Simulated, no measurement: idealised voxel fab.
The process module presented herein is designated voxel double patterning.
Section cut is 255 nm wide and gridded with 5 nm square cells.
This document writes a cross-section as a grid whose cells are square, and gives it as bands, listed from the top down; one or more rows of cells form a band.
Each band's line starts with the height of the band's top and of its bottom, in nm. Then come its materials from left to right, each with its width in nm. One material with "edge to edge" fills the band from edge to edge. "empty" is empty space.
Note: height 0 marks the level under which the wafer is uniformly one material as received. Lowest band unbounded below, written "0 and below".
Quick explanation for "30 to 40": the width changes in equal steps down the rows of cells, from the first number in the band's top row to the second number in its bottom row.
"changes: none", as given for a step, is the statement that not any cell of the cross-section underwent a change during that step.
In the "Internal closed voids" entry, you get each enclosed empty space of 8 cells or more, one with no open way to the top, written width x height at distance, distance from the left edge, in nm.
Whatever follows a step's settings on its line is a remark the simulator itself makes about that step.
The optional step-line setting "overlay nm" applies to steps with a mask and quantifies how far to the right of its planned location the mask lay, a negative value indicating leftward placement.

### The process steps that were planned are listed below
1,RECEIVE, material Si
2,CONFORMAL_DEP, material SiO2, thk nm 10
3,DIRECTIONAL_DEP, material W, thk nm 15
4,DIRECTIONAL_DEP, material SiCN, thk nm 5
5,DIRECTIONAL_DEP, material aC, thk nm 15
6,PATTERN, tone open, mask id FIRST, material resist, width nm 15, pitch nm 50, thk nm 30, overlay nm 0
7,DIRECTIONAL_ETCH, etch materials aC, depth nm 15
8,STRIP, etch materials resist
9,DIRECTIONAL_ETCH, etch materials SiCN, depth nm 5
10,STRIP, etch materials aC
11,PATTERN, tone open, mask id SECOND, material resist, width nm 15, pitch nm 50, thk nm 15, overlay nm 0
12,DIRECTIONAL_ETCH, etch materials SiCN, depth nm 5
13,STRIP, etch materials resist
14,DIRECTIONAL_ETCH, etch materials W, depth nm 15
15,STRIP, etch materials SiCN

### The cross-section here shows the wafer as received, i.e. in its state after step 1
- 0 and below = Si edge to edge
- Internal closed voids: none

### Looking at the first of two wafers in cross-section at end of module - ran to plan
- 25 down to 10 = W 70 nm / empty 15 nm / W 10 nm / empty 15 nm / W 10 nm / empty 15 nm / W 10 nm / empty 15 nm / W 10 nm / empty 15 nm / W 70 nm
- 10 down to 0 = SiO2 edge to edge
- 0 and below = Si edge to edge
- Internal closed voids: none

### Second wafer of the two, sectioned at the end of the module. It began like the first and followed the same plan, but one mistake was made while running it
- 25 down to 10 = W 65 nm / empty 25 nm / W 5 nm / empty 15 nm / W 5 nm / empty 25 nm / W 5 nm / empty 15 nm / W 5 nm / empty 25 nm / W 65 nm
- 10 down to 0 = SiO2 edge to edge
- 0 and below = Si edge to edge
- Internal closed voids: none
what went wrong: off-plan run, step 6, actual operation and settings PATTERN, tone open, mask id FIRST, material resist, width nm 25, pitch nm 50, thk nm 30, overlay nm 0
Final comparison by cell count, materials where the second wafer has more or fewer than the first: W: 18 fewer
